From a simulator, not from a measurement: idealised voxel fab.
process module | voxel lift off
cross-section cut | 270 nm wide | cells 5 nm
A cross-section is a grid of square cells, given in bands from the top down. A band is one or more rows of cells.
Each band's line starts with the height of the band's top and of its bottom, in nm. Then come its materials from left to right, each with its width in nm. One material with "throughout" fills the band from edge to edge. "air" is empty space.
Height 0 is the level under which the wafer as received is all one material. The lowest band goes on downwards, as in "0 down".
A width such as "30 to 40" changes by the same amount from each row of cells to the next, from the band's top row to its bottom row.
"no change" after a step means that no cell of the cross-section changed.
closed voids: empty space of 8 cells or more with no open way to the top, each as width x height at its distance from the left edge, in nm
after a step's settings: what the simulator itself notes on the step
overlay nm, on a step with a mask: how far to the right of its planned place the mask lay; to the left if negative
plan
1 op RECEIVE | material Si
2 op CONFORMAL_DEP | material SiO2 | thk nm 5
3 op PATTERN | tone open | mask id LINES | material resist | width nm 25 | pitch nm 50 | thk nm 30 | overlay nm 0
4 op DIRECTIONAL_DEP | material Ru | thk nm 15
5 op STRIP | etch materials resist
6 op CONFORMAL_DEP | material SiO2 | thk nm 10
first wafer, as planned
as received, after step 1
  0 down: Si throughout
  closed voids: none
after step 2
  5 to 0: SiO2 throughout
  below 0: unchanged
after step 3
  35 to 5: resist 45 | air 25 | resist 25 | air 25 | resist 25 | air 25 | resist 25 | air 25 | resist 50
  below 5: unchanged
after step 4
  50 to 35: Ru 45 | air 25 | Ru 25 | air 25 | Ru 25 | air 25 | Ru 25 | air 25 | Ru 50
  35 to 20: resist 45 | air 25 | resist 25 | air 25 | resist 25 | air 25 | resist 25 | air 25 | resist 50
  20 to 5: resist 45 | Ru 25 | resist 25 | Ru 25 | resist 25 | Ru 25 | resist 25 | Ru 25 | resist 50
  below 5: unchanged
after step 5
  20 to 5: air 45 | Ru 25 | air 25 | Ru 25 | air 25 | Ru 25 | air 25 | Ru 25 | air 50
  below 5: unchanged
after step 6
  30 to 20: air 35 | SiO2 45 | air 5 | SiO2 45 | air 5 | SiO2 45 | air 5 | SiO2 45 | air 40
  20 to 15: air 35 | SiO2 10 | Ru 25 | SiO2 10 | air 5 | SiO2 10 | Ru 25 | SiO2 10 | air 5 | SiO2 10 | Ru 25 | SiO2 10 | air 5 | SiO2 10 | Ru 25 | SiO2 10 | air 40
  15 to 5: SiO2 45 | Ru 25 | SiO2 25 | Ru 25 | SiO2 25 | Ru 25 | SiO2 25 | Ru 25 | SiO2 50
  below 5: unchanged
second wafer: like start, like plan, one mistake. Through step 2 it matches the first wafer
when step 3 should have ended
  35 to 5: air 45 | resist 25 | air 25 | resist 25 | air 25 | resist 25 | air 25 | resist 25 | air 50
  below 5: unchanged
when step 4 should have ended
  50 to 35: air 45 | Ru 25 | air 25 | Ru 25 | air 25 | Ru 25 | air 25 | Ru 25 | air 50
  35 to 20: air 45 | resist 25 | air 25 | resist 25 | air 25 | resist 25 | air 25 | resist 25 | air 50
  20 to 5: Ru 45 | resist 25 | Ru 25 | resist 25 | Ru 25 | resist 25 | Ru 25 | resist 25 | Ru 50
  below 5: unchanged
when step 5 should have ended
  20 to 5: Ru 45 | air 25 | Ru 25 | air 25 | Ru 25 | air 25 | Ru 25 | air 25 | Ru 50
  below 5: unchanged
when step 6 should have ended
  30 to 20: SiO2 55 | air 5 | SiO2 45 | air 5 | SiO2 45 | air 5 | SiO2 45 | air 5 | SiO2 60
  20 to 15: Ru 45 | SiO2 10 | air 5 | SiO2 10 | Ru 25 | SiO2 10 | air 5 | SiO2 10 | Ru 25 | SiO2 10 | air 5 | SiO2 10 | Ru 25 | SiO2 10 | air 5 | SiO2 10 | Ru 50
  15 to 5: Ru 45 | SiO2 25 | Ru 25 | SiO2 25 | Ru 25 | SiO2 25 | Ru 25 | SiO2 25 | Ru 50
  below 5: unchanged
what went wrong: step 3 ran as: op PATTERN | tone cover | mask id LINES | material resist | width nm 25 | pitch nm 50 | thk nm 30 | overlay nm 0
at the end the second wafer has, in cells: 42 more of Ru
